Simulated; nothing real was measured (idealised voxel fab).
process module | voxel wiring stack
cross-section cut | 215 nm wide | cells 5 nm
A cross-section is a grid of square cells, given in bands from the top down. A band is one or more rows of cells.
Each band's line starts with the height of the band's top and of its bottom, in nm. Then come its materials from left to right, each with its width in nm. One material with "throughout" fills the band from edge to edge. "air" is empty space.
Height 0 is the level under which the wafer as received is all one material. The lowest band goes on downwards, as in "0 down".
A width such as "30 to 40" changes by the same amount from each row of cells to the next, from the band's top row to its bottom row.
"no change" after a step means that no cell of the cross-section changed.
closed voids: empty space of 8 cells or more with no open way to the top, each as width x height at its distance from the left edge, in nm
after a step's settings: what the simulator itself notes on the step
overlay nm, on a step with a mask: how far to the right of its planned place the mask lay; to the left if negative
Each pair below shows a cross-section before one step and the cross-section after it, down to the lowest band that changed. The line under each pair gives the step between them, with its settings. The pairs can come from different runs of this module on the same starting wafer, so a pair continues from the pair above only where its "before" says so.
before
  0 down: Si throughout
  closed voids: none
after
  10 to 0: SiO2 throughout
  below 0: unchanged
  closed voids: none
the step between: op CONFORMAL_DEP | material SiO2 | thk nm 10
before: the cross-section after the pair above
after
  15 to 10: TiN throughout
  below 10: unchanged
  closed voids: none
the step between: op DIRECTIONAL_DEP | material TiN | thk nm 5
before: the cross-section after the pair above
after
  30 to 15: Ru throughout
  below 15: unchanged
  closed voids: none
the step between: op DIRECTIONAL_DEP | material Ru | thk nm 15
before: the cross-section after the pair above
after
  30 to 15: air 70 | Ru 25 | air 25 | Ru 25 | air 70
  below 15: unchanged
  closed voids: none
the step between: op MASKED_ETCH | tone cover | mask id METAL_1 | width nm 25 | pitch nm 50 | etch materials Ru | depth nm 15 | overlay nm 0
before: the cross-section after the pair above
after
  30 to 15: air 70 | Ru 25 | air 25 | Ru 25 | air 70
  15 to 10: air 70 | TiN 25 | air 25 | TiN 25 | air 70
  below 10: unchanged
  closed voids: none
the step between: op MASKED_ETCH | tone cover | mask id METAL_1 | width nm 25 | pitch nm 50 | etch materials TiN | depth nm 5 | overlay nm 0
before: the cross-section after the pair above
after
  35 to 30: lowk throughout
  30 to 15: lowk 70 | Ru 25 | lowk 25 | Ru 25 | lowk 70
  15 to 10: lowk 70 | TiN 25 | lowk 25 | TiN 25 | lowk 70
  below 10: unchanged
  closed voids: none
the step between: op FILL_DEP | material lowk | thk nm 5
before: the cross-section after the pair above
after
  30 to 15: lowk 70 | Ru 25 | lowk 25 | Ru 25 | lowk 70
  below 15: unchanged
  closed voids: none
the step between: op CMP | height nm 30
before: the cross-section after the pair above
after
  35 to 30: SiCN throughout
  below 30: unchanged
  closed voids: none
the step between: op CONFORMAL_DEP | material SiCN | thk nm 5
before: the cross-section after the pair above
after
  50 to 35: SiO2 throughout
  below 35: unchanged
  closed voids: none
the step between: op DIRECTIONAL_DEP | material SiO2 | thk nm 15
before: the cross-section after the pair above
after
  65 to 50: resist 70 | air 15 | resist 130
  below 50: unchanged
  closed voids: none
the step between: op PATTERN | tone open | mask id PLUG_1 | material resist | width nm 15 | thk nm 15 | overlay nm 0
before: the cross-section after the pair above
after
  65 to 50: resist 70 | air 15 | resist 130
  50 to 35: SiO2 70 | air 15 | SiO2 130
  below 35: unchanged
  closed voids: none
the step between: op DIRECTIONAL_ETCH | etch materials SiO2 | depth nm 15
before: the cross-section after the pair above
after
  65 to 50: resist 70 | air 15 | resist 130
  50 to 35: SiO2 70 | air 15 | SiO2 130
  35 to 30: SiCN 70 | air 15 | SiCN 130
  below 30: unchanged
  closed voids: none
the step between: op DIRECTIONAL_ETCH | etch materials SiCN | depth nm 5
before: the cross-section after the pair above
after
  50 to 35: SiO2 70 | air 15 | SiO2 130
  below 35: unchanged
  closed voids: none
the step between: op STRIP | etch materials resist
before: the cross-section after the pair above
after
  50 to 40: SiO2 70 | air 15 | SiO2 130
  40 to 35: SiO2 70 | Ru 15 | SiO2 130
  35 to 30: SiCN 70 | Ru 15 | SiCN 130
  below 30: unchanged
  closed voids: none
the step between: op EPI | material Ru | thk nm 10
before: the cross-section after the pair above
after
  50 to 35: SiO2 70 | Ru 15 | SiO2 130
  below 35: unchanged
  closed voids: none
the step between: op EPI | material Ru | thk nm 10
before: the cross-section after the pair above
after
  55 to 50: TiN throughout
  below 50: unchanged
  closed voids: none
the step between: op DIRECTIONAL_DEP | material TiN | thk nm 5
before: the cross-section after the pair above
after
  75 to 55: Ru throughout
  below 55: unchanged
  closed voids: none
the step between: op DIRECTIONAL_DEP | material Ru | thk nm 20
before: the cross-section after the pair above
after
  90 to 75: aC throughout
  below 75: unchanged
  closed voids: none
the step between: op DIRECTIONAL_DEP | material aC | thk nm 15
before: the cross-section after the pair above
after
  125 to 90: air 70 | resist 25 | air 25 | resist 25 | air 70
  below 90: unchanged
  closed voids: none
the step between: op PATTERN | tone cover | mask id METAL_2 | material resist | width nm 25 | pitch nm 50 | thk nm 35 | overlay nm 0
before: the cross-section after the pair above
after
  110 to 90: air 70 | resist 25 | air 25 | resist 25 | air 70
  90 to 75: air 70 | aC 25 | air 25 | aC 25 | air 70
  below 75: unchanged
  closed voids: none
the step between: op DIRECTIONAL_ETCH | etch materials aC | depth nm 15
before: the cross-section after the pair above
after
  90 to 75: air 70 | aC 25 | air 25 | aC 25 | air 70
  below 75: unchanged
  closed voids: none
the step between: op STRIP | etch materials resist
before: the cross-section after the pair above
after
  90 to 75: air 70 | aC 25 | air 25 | aC 25 | air 70
  75 to 55: air 70 | Ru 25 | air 25 | Ru 25 | air 70
  below 55: unchanged
  closed voids: none
the step between: op DIRECTIONAL_ETCH | etch materials Ru | depth nm 20
before: the cross-section after the pair above
after
  90 to 75: air 70 | aC 25 | air 25 | aC 25 | air 70
  75 to 55: air 70 | Ru 25 | air 25 | Ru 25 | air 70
  55 to 50: air 70 | TiN 25 | air 25 | TiN 25 | air 70
  below 50: unchanged
  closed voids: none
the step between: op DIRECTIONAL_ETCH | etch materials TiN | depth nm 5
before: the cross-section after the pair above
after
  75 to 55: air 70 | Ru 25 | air 25 | Ru 25 | air 70
  below 55: unchanged
  closed voids: none
the step between: op STRIP | etch materials aC
before: the cross-section after the pair above
after
  80 to 75: air 65 | SiN 35 | air 15 | SiN 35 | air 65
  75 to 55: air 65 | SiN 5 | Ru 25 | SiN 5 | air 15 | SiN 5 | Ru 25 | SiN 5 | air 65
  55 to 50: SiN 70 | TiN 25 | SiN 25 | TiN 25 | SiN 70
  below 50: unchanged
  closed voids: none
the step between: op CONFORMAL_DEP | material SiN | thk nm 5
before: the cross-section after the pair above
after
  85 to 80: SiO2 throughout
  80 to 75: SiO2 65 | SiN 35 | SiO2 15 | SiN 35 | SiO2 65
  75 to 55: SiO2 65 | SiN 5 | Ru 25 | SiN 5 | SiO2 15 | SiN 5 | Ru 25 | SiN 5 | SiO2 65
  below 55: unchanged
  closed voids: none
the step between: op FILL_DEP | material SiO2 | thk nm 5
before: the cross-section after the pair above
after
  75 to 55: SiO2 65 | SiN 5 | Ru 25 | SiN 5 | SiO2 15 | SiN 5 | Ru 25 | SiN 5 | SiO2 65
  below 55: unchanged
  closed voids: none
the step between: op CMP | height nm 75
before: the cross-section after the pair above
after
  80 to 75: SiCN throughout
  below 75: unchanged
  closed voids: none
the step between: op CONFORMAL_DEP | material SiCN | thk nm 5
before: the cross-section after the pair above
after
  90 to 80: lowk throughout
  below 80: unchanged
  closed voids: none
the step between: op DIRECTIONAL_DEP | material lowk | thk nm 10
before: the cross-section after the pair above
after
  90 to 80: lowk 70 | air 15 | lowk 35 | air 15 | lowk 80
  below 80: unchanged
  closed voids: none
the step between: op MASKED_ETCH | tone open | mask id PLUG_2 | width nm 15 | pitch nm 50 | etch materials lowk | depth nm 10 | overlay nm 0
before: the cross-section after the pair above
after
  90 to 80: lowk 70 | air 15 | lowk 35 | air 15 | lowk 80
  80 to 75: SiCN 70 | air 15 | SiCN 35 | air 15 | SiCN 80
  below 75: unchanged
  closed voids: none
the step between: op MASKED_ETCH | tone open | mask id PLUG_2 | width nm 15 | pitch nm 50 | etch materials SiCN | depth nm 5 | overlay nm 0
before: the cross-section after the pair above
after
  95 to 90: TiN 75 | air 5 | TiN 45 | air 5 | TiN 85
  90 to 80: lowk 70 | TiN 5 | air 5 | TiN 5 | lowk 35 | TiN 5 | air 5 | TiN 5 | lowk 80
  80 to 75: SiCN 70 | TiN 15 | SiCN 35 | TiN 15 | SiCN 80
  below 75: unchanged
  closed voids: none
the step between: op CONFORMAL_DEP | material TiN | thk nm 5
before: the cross-section after the pair above
after
  105 to 95: Ru throughout
  95 to 90: TiN 75 | Ru 5 | TiN 45 | Ru 5 | TiN 85
  90 to 80: lowk 70 | TiN 5 | Ru 5 | TiN 5 | lowk 35 | TiN 5 | Ru 5 | TiN 5 | lowk 80
  below 80: unchanged
  closed voids: none
the step between: op FILL_DEP | material Ru | thk nm 10
before: the cross-section after the pair above
after
  90 to 80: lowk 70 | TiN 5 | Ru 5 | TiN 5 | lowk 35 | TiN 5 | Ru 5 | TiN 5 | lowk 80
  below 80: unchanged
  closed voids: none
the step between: op CMP | height nm 90
before: the cross-section after the pair above
after
  95 to 90: SiCN throughout
  below 90: unchanged
  closed voids: none
the step between: op CONFORMAL_DEP | material SiCN | thk nm 5
before: the cross-section after the pair above
after
  115 to 95: SiO2 throughout
  below 95: unchanged
  closed voids: none
the step between: op DIRECTIONAL_DEP | material SiO2 | thk nm 20
before: the cross-section after the pair above
after
  130 to 115: resist 70 | air 25 | resist 25 | air 25 | resist 70
  below 115: unchanged
  closed voids: none
the step between: op PATTERN | tone open | mask id METAL_3 | material resist | width nm 25 | pitch nm 50 | thk nm 15 | overlay nm 0
before: the cross-section after the pair above
after
  130 to 115: resist 70 | air 25 | resist 25 | air 25 | resist 70
  115 to 95: SiO2 70 | air 25 | SiO2 25 | air 25 | SiO2 70
  below 95: unchanged
  closed voids: none
the step between: op DIRECTIONAL_ETCH | etch materials SiO2 | depth nm 20
before: the cross-section after the pair above
after
  130 to 115: resist 70 | air 25 | resist 25 | air 25 | resist 70
  115 to 95: SiO2 70 | air 25 | SiO2 25 | air 25 | SiO2 70
  95 to 90: SiCN 70 | air 25 | SiCN 25 | air 25 | SiCN 70
  below 90: unchanged
  closed voids: none
the step between: op DIRECTIONAL_ETCH | etch materials SiCN | depth nm 5
before: the cross-section after the pair above
after
  115 to 95: SiO2 70 | air 25 | SiO2 25 | air 25 | SiO2 70
  below 95: unchanged
  closed voids: none
the step between: op STRIP | etch materials resist
before: the cross-section after the pair above
after
  120 to 115: TiN 75 | air 15 | TiN 35 | air 15 | TiN 75
  115 to 95: SiO2 70 | TiN 5 | air 15 | TiN 5 | SiO2 25 | TiN 5 | air 15 | TiN 5 | SiO2 70
  95 to 90: SiCN 70 | TiN 25 | SiCN 25 | TiN 25 | SiCN 70
  below 90: unchanged
  closed voids: none
the step between: op CONFORMAL_DEP | material TiN | thk nm 5
before: the cross-section after the pair above
after
  130 to 120: W throughout
  120 to 115: TiN 75 | W 15 | TiN 35 | W 15 | TiN 75
  115 to 95: SiO2 70 | TiN 5 | W 15 | TiN 5 | SiO2 25 | TiN 5 | W 15 | TiN 5 | SiO2 70
  below 95: unchanged
  closed voids: none
the step between: op FILL_DEP | material W | thk nm 10
before: the cross-section after the pair above
after
  115 to 95: SiO2 70 | TiN 5 | W 15 | TiN 5 | SiO2 25 | TiN 5 | W 15 | TiN 5 | SiO2 70
  below 95: unchanged
  closed voids: none
the step between: op CMP | height nm 115
before: the cross-section after the pair above
after
  120 to 115: air 65 | Ru 35 | air 15 | Ru 35 | air 65
  below 115: unchanged
  closed voids: none
the step between: op EPI | material Ru | thk nm 5
before: the cross-section after the pair above
after
  125 to 120: SiCN throughout
  120 to 115: SiCN 65 | Ru 35 | SiCN 15 | Ru 35 | SiCN 65
  below 115: unchanged
  closed voids: none
the step between: op FILL_DEP | material SiCN | thk nm 5
before: the cross-section after the pair above
after
  155 to 125: lowk throughout
  below 125: unchanged
  closed voids: none
the step between: op DIRECTIONAL_DEP | material lowk | thk nm 30
before: the cross-section after the pair above
after
  165 to 155: aC throughout
  below 155: unchanged
  closed voids: none
the step between: op DIRECTIONAL_DEP | material aC | thk nm 10
before: the cross-section after the pair above
after
  195 to 165: resist 70 | air 15 | resist 130
  below 165: unchanged
  closed voids: none
the step between: op PATTERN | tone open | mask id METAL_4_HOLES | material resist | width nm 15 | thk nm 30 | overlay nm 0
before: the cross-section after the pair above
after
  185 to 165: resist 70 | air 15 | resist 130
  165 to 155: aC 70 | air 15 | aC 130
  below 155: unchanged
  closed voids: none
the step between: op DIRECTIONAL_ETCH | etch materials aC | depth nm 10
before: the cross-section after the pair above
after
  165 to 155: aC 70 | air 15 | aC 130
  below 155: unchanged
  closed voids: none
the step between: op STRIP | etch materials resist
before: the cross-section after the pair above
after
  165 to 155: aC 70 | air 15 | aC 130
  155 to 125: lowk 70 | air 15 | lowk 130
  below 125: unchanged
  closed voids: none
the step between: op DIRECTIONAL_ETCH | etch materials lowk | depth nm 30
before: the cross-section after the pair above
after
  155 to 125: lowk 70 | air 15 | lowk 130
  below 125: unchanged
  closed voids: none
the step between: op STRIP | etch materials aC
before: the cross-section after the pair above
after
  165 to 155: aC 70 | air 15 | aC 130
  155 to 135: lowk 70 | air 15 | lowk 130
  135 to 125: lowk 70 | aC 15 | lowk 130
  below 125: unchanged
  closed voids: none
the step between: op DIRECTIONAL_DEP | material aC | thk nm 10
before: the cross-section after the pair above
after
  190 to 165: resist 70 | air 25 | resist 25 | air 25 | resist 70
  below 165: unchanged
  closed voids: none
the step between: op PATTERN | tone open | mask id METAL_4 | material resist | width nm 25 | pitch nm 50 | thk nm 25 | overlay nm 0
before: the cross-section after the pair above
after
  180 to 165: resist 70 | air 25 | resist 25 | air 25 | resist 70
  165 to 155: aC 70 | air 25 | aC 25 | air 25 | aC 70
  155 to 125: lowk 70 | air 15 | lowk 130
  below 125: unchanged
  closed voids: none
the step between: op DIRECTIONAL_ETCH | etch materials aC | depth nm 10
before: the cross-section after the pair above
after
  165 to 155: aC 70 | air 25 | aC 25 | air 25 | aC 70
  below 155: unchanged
  closed voids: none
the step between: op STRIP | etch materials resist
before: the cross-section after the pair above
after
  165 to 155: aC 70 | air 25 | aC 25 | air 25 | aC 70
  155 to 140: lowk 70 | air 25 | lowk 25 | air 25 | lowk 70
  below 140: unchanged
  closed voids: none
the step between: op DIRECTIONAL_ETCH | etch materials lowk | depth nm 15
before: the cross-section after the pair above
after
  165 to 155: aC 70 | air 25 | aC 25 | air 25 | aC 70
  155 to 140: lowk 70 | air 25 | lowk 25 | air 25 | lowk 70
  140 to 125: lowk 70 | air 15 | lowk 130
  125 to 120: SiCN 70 | air 15 | SiCN 130
  below 120: unchanged
  closed voids: none
the step between: op DIRECTIONAL_ETCH | etch materials SiCN | depth nm 5
before: the cross-section after the pair above
after
  155 to 140: lowk 70 | air 25 | lowk 25 | air 25 | lowk 70
  below 140: unchanged
  closed voids: none
the step between: op STRIP | etch materials aC
before: the cross-section after the pair above
after
  160 to 155: TiN 75 | air 15 | TiN 35 | air 15 | TiN 75
  155 to 145: lowk 70 | TiN 5 | air 15 | TiN 5 | lowk 25 | TiN 5 | air 15 | TiN 5 | lowk 70
  145 to 140: lowk 70 | TiN 5 | air 5 | TiN 15 | lowk 25 | TiN 25 | lowk 70
  140 to 125: lowk 70 | TiN 5 | air 5 | TiN 5 | lowk 130
  125 to 120: SiCN 70 | TiN 15 | SiCN 130
  below 120: unchanged
  closed voids: none
the step between: op CONFORMAL_DEP | material TiN | thk nm 5
before: the cross-section after the pair above
after
  165 to 160: Cu throughout
  160 to 155: TiN 75 | Cu 15 | TiN 35 | Cu 15 | TiN 75
  155 to 145: lowk 70 | TiN 5 | Cu 15 | TiN 5 | lowk 25 | TiN 5 | Cu 15 | TiN 5 | lowk 70
  145 to 140: lowk 70 | TiN 5 | Cu 5 | TiN 15 | lowk 25 | TiN 25 | lowk 70
  140 to 125: lowk 70 | TiN 5 | Cu 5 | TiN 5 | lowk 130
  below 125: unchanged
  closed voids: none
the step between: op FILL_DEP | material Cu | thk nm 5
before: the cross-section after the pair above
after
  155 to 145: lowk 70 | TiN 5 | Cu 15 | TiN 5 | lowk 25 | TiN 5 | Cu 15 | TiN 5 | lowk 70
  below 145: unchanged
  closed voids: none
the step between: op CMP | height nm 155
before: the cross-section after the pair above
after
  160 to 155: SiN throughout
  below 155: unchanged
  closed voids: none
the step between: op CONFORMAL_DEP | material SiN | thk nm 5
before
  10 to 0: SiO2 throughout
  0 down: Si throughout
  closed voids: none
after
  25 to 10: Ru throughout
  below 10: unchanged
  closed voids: none
the step between: op DIRECTIONAL_DEP | material Ru | thk nm 15
before: the cross-section after the pair above
after
  25 to 10: air 70 | Ru 25 | air 25 | Ru 25 | air 70
  below 10: unchanged
  closed voids: none
the step between: op MASKED_ETCH | tone cover | mask id METAL_1 | width nm 25 | pitch nm 50 | etch materials Ru | depth nm 15 | overlay nm 0
before: the cross-section after the pair above
after
  30 to 25: lowk throughout
  25 to 10: lowk 70 | Ru 25 | lowk 25 | Ru 25 | lowk 70
  below 10: unchanged
  closed voids: none
the step between: op FILL_DEP | material lowk | thk nm 5
before: the cross-section after the pair above
after
  35 to 30: SiCN throughout
  below 30: unchanged
  closed voids: none
the step between: op CONFORMAL_DEP | material SiCN | thk nm 5
before: the cross-section after the pair above
after
  50 to 35: SiO2 throughout
  below 35: unchanged
  closed voids: none
the step between: op DIRECTIONAL_DEP | material SiO2 | thk nm 15
before: the cross-section after the pair above
after
  65 to 50: resist 70 | air 15 | resist 130
  below 50: unchanged
  closed voids: none
the step between: op PATTERN | tone open | mask id PLUG_1 | material resist | width nm 15 | thk nm 15 | overlay nm 0
before: the cross-section after the pair above
after
  65 to 50: resist 70 | air 15 | resist 130
  50 to 35: SiO2 70 | air 15 | SiO2 130
  below 35: unchanged
  closed voids: none
the step between: op DIRECTIONAL_ETCH | etch materials SiO2 | depth nm 15
before: the cross-section after the pair above
after
  65 to 50: resist 70 | air 15 | resist 130
  50 to 35: SiO2 70 | air 15 | SiO2 130
  35 to 30: SiCN 70 | air 15 | SiCN 130
  below 30: unchanged
  closed voids: none
the step between: op DIRECTIONAL_ETCH | etch materials SiCN | depth nm 5
before: the cross-section after the pair above
after
  50 to 35: SiO2 70 | air 15 | SiO2 130
  below 35: unchanged
  closed voids: none
the step between: op STRIP | etch materials resist
before: the cross-section after the pair above
after
  55 to 50: TiN 70 | air 15 | TiN 130
  50 to 35: SiO2 70 | air 15 | SiO2 130
  35 to 30: SiCN 70 | TiN 15 | SiCN 130
  below 30: unchanged
  closed voids: none
the step between: op DIRECTIONAL_DEP | material TiN | thk nm 5
before: the cross-section after the pair above
after
  75 to 55: Ru 70 | air 15 | Ru 130
  55 to 50: TiN 70 | Ru 15 | TiN 130
  50 to 35: SiO2 70 | Ru 15 | SiO2 130
  below 35: unchanged
  closed voids: none
the step between: op DIRECTIONAL_DEP | material Ru | thk nm 20
before: the cross-section after the pair above
after
  90 to 75: aC 70 | air 15 | aC 130
  75 to 70: Ru 70 | air 15 | Ru 130
  70 to 55: Ru 70 | aC 15 | Ru 130
  below 55: unchanged
  closed voids: none
the step between: op DIRECTIONAL_DEP | material aC | thk nm 15
before: the cross-section after the pair above
after
  125 to 90: air 70 | resist 25 | air 25 | resist 25 | air 70
  90 to 75: aC 70 | resist 15 | aC 130
  75 to 70: Ru 70 | resist 15 | Ru 130
  below 70: unchanged
  closed voids: none
the step between: op PATTERN | tone cover | mask id METAL_2 | material resist | width nm 25 | pitch nm 50 | thk nm 35 | overlay nm 0
before: the cross-section after the pair above
after
  110 to 90: air 70 | resist 25 | air 25 | resist 25 | air 70
  90 to 75: air 70 | resist 15 | aC 10 | air 25 | aC 25 | air 70
  below 75: unchanged
  closed voids: none
the step between: op DIRECTIONAL_ETCH | etch materials aC | depth nm 15
before: the cross-section after the pair above
after
  90 to 75: air 85 | aC 10 | air 25 | aC 25 | air 70
  75 to 70: Ru 70 | air 15 | Ru 130
  below 70: unchanged
  closed voids: none
the step between: op STRIP | etch materials resist
before: the cross-section after the pair above
after
  90 to 75: air 85 | aC 10 | air 25 | aC 25 | air 70
  75 to 70: air 85 | Ru 10 | air 25 | Ru 25 | air 70
  70 to 55: air 70 | aC 15 | Ru 10 | air 25 | Ru 25 | air 70
  below 55: unchanged
  closed voids: none
the step between: op DIRECTIONAL_ETCH | etch materials Ru | depth nm 20
before: the cross-section after the pair above
after
  90 to 75: air 85 | aC 10 | air 25 | aC 25 | air 70
  75 to 70: air 85 | Ru 10 | air 25 | Ru 25 | air 70
  70 to 55: air 70 | aC 15 | Ru 10 | air 25 | Ru 25 | air 70
  55 to 50: air 70 | Ru 15 | TiN 10 | air 25 | TiN 25 | air 70
  below 50: unchanged
  closed voids: none
the step between: op DIRECTIONAL_ETCH | etch materials TiN | depth nm 5
before: the cross-section after the pair above
after
  75 to 55: air 85 | Ru 10 | air 25 | Ru 25 | air 70
  below 55: unchanged
  closed voids: none
the step between: op STRIP | etch materials aC
before: the cross-section after the pair above
after
  80 to 75: air 80 | SiN 20 | air 15 | SiN 35 | air 65
  75 to 60: air 80 | SiN 5 | Ru 10 | SiN 5 | air 15 | SiN 5 | Ru 25 | SiN 5 | air 65
  60 to 55: air 65 | SiN 20 | Ru 10 | SiN 5 | air 15 | SiN 5 | Ru 25 | SiN 5 | air 65
  55 to 50: SiN 70 | Ru 15 | TiN 10 | SiN 25 | TiN 25 | SiN 70
  below 50: unchanged
  closed voids: none
the step between: op CONFORMAL_DEP | material SiN | thk nm 5
before: the cross-section after the pair above
after
  85 to 80: SiO2 throughout
  80 to 75: SiO2 80 | SiN 20 | SiO2 15 | SiN 35 | SiO2 65
  75 to 60: SiO2 80 | SiN 5 | Ru 10 | SiN 5 | SiO2 15 | SiN 5 | Ru 25 | SiN 5 | SiO2 65
  60 to 55: SiO2 65 | SiN 20 | Ru 10 | SiN 5 | SiO2 15 | SiN 5 | Ru 25 | SiN 5 | SiO2 65
  below 55: unchanged
  closed voids: none
the step between: op FILL_DEP | material SiO2 | thk nm 5
before: the cross-section after the pair above
after
  75 to 60: SiO2 80 | SiN 5 | Ru 10 | SiN 5 | SiO2 15 | SiN 5 | Ru 25 | SiN 5 | SiO2 65
  below 60: unchanged
  closed voids: none
the step between: op CMP | height nm 75
before: the cross-section after the pair above
after
  80 to 75: SiCN throughout
  below 75: unchanged
  closed voids: none
the step between: op CONFORMAL_DEP | material SiCN | thk nm 5
before: the cross-section after the pair above
after
  90 to 80: lowk throughout
  below 80: unchanged
  closed voids: none
the step between: op DIRECTIONAL_DEP | material lowk | thk nm 10
before: the cross-section after the pair above
after
  90 to 80: lowk 70 | air 15 | lowk 35 | air 15 | lowk 80
  below 80: unchanged
  closed voids: none
the step between: op MASKED_ETCH | tone open | mask id PLUG_2 | width nm 15 | pitch nm 50 | etch materials lowk | depth nm 10 | overlay nm 0
before: the cross-section after the pair above
after
  90 to 80: lowk 70 | air 15 | lowk 35 | air 15 | lowk 80
  80 to 75: SiCN 70 | air 15 | SiCN 35 | air 15 | SiCN 80
  below 75: unchanged
  closed voids: none
the step between: op MASKED_ETCH | tone open | mask id PLUG_2 | width nm 15 | pitch nm 50 | etch materials SiCN | depth nm 5 | overlay nm 0
before: the cross-section after the pair above
after
  95 to 90: TiN 75 | air 5 | TiN 45 | air 5 | TiN 85
  90 to 80: lowk 70 | TiN 5 | air 5 | TiN 5 | lowk 35 | TiN 5 | air 5 | TiN 5 | lowk 80
  80 to 75: SiCN 70 | TiN 15 | SiCN 35 | TiN 15 | SiCN 80
  below 75: unchanged
  closed voids: none
the step between: op CONFORMAL_DEP | material TiN | thk nm 5
before: the cross-section after the pair above
after
  105 to 95: Ru throughout
  95 to 90: TiN 75 | Ru 5 | TiN 45 | Ru 5 | TiN 85
  90 to 80: lowk 70 | TiN 5 | Ru 5 | TiN 5 | lowk 35 | TiN 5 | Ru 5 | TiN 5 | lowk 80
  below 80: unchanged
  closed voids: none
the step between: op FILL_DEP | material Ru | thk nm 10
before: the cross-section after the pair above
after
  90 to 80: lowk 70 | TiN 5 | Ru 5 | TiN 5 | lowk 35 | TiN 5 | Ru 5 | TiN 5 | lowk 80
  below 80: unchanged
  closed voids: none
the step between: op CMP | height nm 90
before: the cross-section after the pair above
after
  95 to 90: SiCN throughout
  below 90: unchanged
  closed voids: none
the step between: op CONFORMAL_DEP | material SiCN | thk nm 5
before: the cross-section after the pair above
after
  115 to 95: SiO2 throughout
  below 95: unchanged
  closed voids: none
the step between: op DIRECTIONAL_DEP | material SiO2 | thk nm 20
before: the cross-section after the pair above
after
  130 to 115: resist 70 | air 25 | resist 25 | air 25 | resist 70
  below 115: unchanged
  closed voids: none
the step between: op PATTERN | tone open | mask id METAL_3 | material resist | width nm 25 | pitch nm 50 | thk nm 15 | overlay nm 0
before: the cross-section after the pair above
after
  130 to 115: resist 70 | air 25 | resist 25 | air 25 | resist 70
  115 to 95: SiO2 70 | air 25 | SiO2 25 | air 25 | SiO2 70
  below 95: unchanged
  closed voids: none
the step between: op DIRECTIONAL_ETCH | etch materials SiO2 | depth nm 20
before: the cross-section after the pair above
after
  130 to 115: resist 70 | air 25 | resist 25 | air 25 | resist 70
  115 to 95: SiO2 70 | air 25 | SiO2 25 | air 25 | SiO2 70
  95 to 90: SiCN 70 | air 25 | SiCN 25 | air 25 | SiCN 70
  below 90: unchanged
  closed voids: none
the step between: op DIRECTIONAL_ETCH | etch materials SiCN | depth nm 5
before: the cross-section after the pair above
after
  115 to 95: SiO2 70 | air 25 | SiO2 25 | air 25 | SiO2 70
  below 95: unchanged
  closed voids: none
the step between: op STRIP | etch materials resist
before: the cross-section after the pair above
after
  120 to 115: TiN 75 | air 15 | TiN 35 | air 15 | TiN 75
  115 to 95: SiO2 70 | TiN 5 | air 15 | TiN 5 | SiO2 25 | TiN 5 | air 15 | TiN 5 | SiO2 70
  95 to 90: SiCN 70 | TiN 25 | SiCN 25 | TiN 25 | SiCN 70
  below 90: unchanged
  closed voids: none
the step between: op CONFORMAL_DEP | material TiN | thk nm 5
before: the cross-section after the pair above
after
  130 to 120: W throughout
  120 to 115: TiN 75 | W 15 | TiN 35 | W 15 | TiN 75
  115 to 95: SiO2 70 | TiN 5 | W 15 | TiN 5 | SiO2 25 | TiN 5 | W 15 | TiN 5 | SiO2 70
  below 95: unchanged
  closed voids: none
the step between: op FILL_DEP | material W | thk nm 10
before: the cross-section after the pair above
after
  115 to 95: SiO2 70 | TiN 5 | W 15 | TiN 5 | SiO2 25 | TiN 5 | W 15 | TiN 5 | SiO2 70
  below 95: unchanged
  closed voids: none
the step between: op CMP | height nm 115
before: the cross-section after the pair above
after
  120 to 115: air 65 | Ru 35 | air 15 | Ru 35 | air 65
  below 115: unchanged
  closed voids: none
the step between: op EPI | material Ru | thk nm 5
before: the cross-section after the pair above
after
  125 to 120: SiCN throughout
  120 to 115: SiCN 65 | Ru 35 | SiCN 15 | Ru 35 | SiCN 65
  below 115: unchanged
  closed voids: none
the step between: op FILL_DEP | material SiCN | thk nm 5
before: the cross-section after the pair above
after
  155 to 125: lowk throughout
  below 125: unchanged
  closed voids: none
the step between: op DIRECTIONAL_DEP | material lowk | thk nm 30
before: the cross-section after the pair above
after
  165 to 155: aC throughout
  below 155: unchanged
  closed voids: none
the step between: op DIRECTIONAL_DEP | material aC | thk nm 10
before: the cross-section after the pair above
after
  195 to 165: resist 70 | air 15 | resist 130
  below 165: unchanged
  closed voids: none
the step between: op PATTERN | tone open | mask id METAL_4_HOLES | material resist | width nm 15 | thk nm 30 | overlay nm 0
before: the cross-section after the pair above
after
  185 to 165: resist 70 | air 15 | resist 130
  165 to 155: aC 70 | air 15 | aC 130
  below 155: unchanged
  closed voids: none
the step between: op DIRECTIONAL_ETCH | etch materials aC | depth nm 10
before: the cross-section after the pair above
after
  165 to 155: aC 70 | air 15 | aC 130
  below 155: unchanged
  closed voids: none
the step between: op STRIP | etch materials resist
before: the cross-section after the pair above
after
  165 to 155: aC 70 | air 15 | aC 130
  155 to 125: lowk 70 | air 15 | lowk 130
  below 125: unchanged
  closed voids: none
the step between: op DIRECTIONAL_ETCH | etch materials lowk | depth nm 30
before: the cross-section after the pair above
after
  155 to 125: lowk 70 | air 15 | lowk 130
  below 125: unchanged
  closed voids: none
the step between: op STRIP | etch materials aC
before: the cross-section after the pair above
after
  165 to 155: aC 70 | air 15 | aC 130
  155 to 135: lowk 70 | air 15 | lowk 130
  135 to 125: lowk 70 | aC 15 | lowk 130
  below 125: unchanged
  closed voids: none
the step between: op DIRECTIONAL_DEP | material aC | thk nm 10
before: the cross-section after the pair above
after
  190 to 165: resist 70 | air 25 | resist 25 | air 25 | resist 70
  below 165: unchanged
  closed voids: none
the step between: op PATTERN | tone open | mask id METAL_4 | material resist | width nm 25 | pitch nm 50 | thk nm 25 | overlay nm 0
before: the cross-section after the pair above
after
  180 to 165: resist 70 | air 25 | resist 25 | air 25 | resist 70
  165 to 155: aC 70 | air 25 | aC 25 | air 25 | aC 70
  155 to 125: lowk 70 | air 15 | lowk 130
  below 125: unchanged
  closed voids: none
the step between: op DIRECTIONAL_ETCH | etch materials aC | depth nm 10
before: the cross-section after the pair above
after
  165 to 155: aC 70 | air 25 | aC 25 | air 25 | aC 70
  below 155: unchanged
  closed voids: none
the step between: op STRIP | etch materials resist
before: the cross-section after the pair above
after
  165 to 155: aC 70 | air 25 | aC 25 | air 25 | aC 70
  155 to 140: lowk 70 | air 25 | lowk 25 | air 25 | lowk 70
  below 140: unchanged
  closed voids: none
the step between: op DIRECTIONAL_ETCH | etch materials lowk | depth nm 15
before: the cross-section after the pair above
after
  165 to 155: aC 70 | air 25 | aC 25 | air 25 | aC 70
  155 to 140: lowk 70 | air 25 | lowk 25 | air 25 | lowk 70
  140 to 125: lowk 70 | air 15 | lowk 130
  125 to 120: SiCN 70 | air 15 | SiCN 130
  below 120: unchanged
  closed voids: none
the step between: op DIRECTIONAL_ETCH | etch materials SiCN | depth nm 5
before: the cross-section after the pair above
after
  155 to 140: lowk 70 | air 25 | lowk 25 | air 25 | lowk 70
  below 140: unchanged
  closed voids: none
the step between: op STRIP | etch materials aC
